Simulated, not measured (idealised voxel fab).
process module | voxel tone inversion
cross-section cut | 175 nm wide | cells 5 nm
A cross-section is a grid of square cells, given in bands from the top down. A band is one or more rows of cells.
Each band's line starts with the height of the band's top and of its bottom, in nm. Then come its materials from left to right, each with its width in nm. One material with "throughout" fills the band from edge to edge. "air" is empty space.
Height 0 is the level under which the wafer as received is all one material. The lowest band goes on downwards, as in "0 down".
A width such as "30 to 40" changes by the same amount from each row of cells to the next, from the band's top row to its bottom row.
"no change" after a step means that no cell of the cross-section changed.
closed voids: empty space of 8 cells or more with no open way to the top, each as width x height at its distance from the left edge, in nm
after a step's settings: what the simulator itself notes on the step
overlay nm, on a step with a mask: how far to the right of its planned place the mask lay; to the left if negative
plan
1 op RECEIVE | material Si
2 op CONFORMAL_DEP | material SiN | thk nm 5
3 op DIRECTIONAL_DEP | material aC | thk nm 15
4 op PATTERN | tone cover | mask id POSTS | material resist | width nm 25 | pitch nm 55 | thk nm 20 | overlay nm 0
5 op DIRECTIONAL_ETCH | etch materials aC | depth nm 15
6 op STRIP | etch materials resist
7 op FILL_DEP | material lowk | thk nm 5
8 op CMP | height nm 20
9 op STRIP | etch materials aC
10 op CONFORMAL_DEP | material TiN | thk nm 5
11 op FILL_DEP | material Ru | thk nm 5
12 op CMP | height nm 20
13 op CONFORMAL_DEP | material SiCN | thk nm 5
as received, after step 1
  0 down: Si throughout
  closed voids: none
first wafer at the end, as planned
  25 to 20: SiCN throughout
  20 to 10: lowk 20 | TiN 5 | Ru 15 | TiN 5 | lowk 30 | TiN 5 | Ru 15 | TiN 5 | lowk 30 | TiN 5 | Ru 15 | TiN 5 | lowk 20
  10 to 5: lowk 20 | TiN 25 | lowk 30 | TiN 25 | lowk 30 | TiN 25 | lowk 20
  5 to 0: SiN throughout
  0 down: Si throughout
  closed voids: none
second wafer at the end: like start, like plan, one mistake
  25 to 20: SiCN throughout
  20 to 10: lowk 15 | TiN 5 | Ru 15 | TiN 5 | lowk 30 | TiN 5 | Ru 15 | TiN 5 | lowk 30 | TiN 5 | Ru 15 | TiN 5 | lowk 25
  10 to 5: lowk 15 | TiN 25 | lowk 30 | TiN 25 | lowk 30 | TiN 25 | lowk 25
  5 to 0: SiN throughout
  0 down: Si throughout
  closed voids: none
what went wrong: step 4 ran as: op PATTERN | tone cover | mask id POSTS | material resist | width nm 25 | pitch nm 55 | thk nm 20 | overlay nm -5
at the end the second wafer has, in cells: as many of each material as the first, in other places
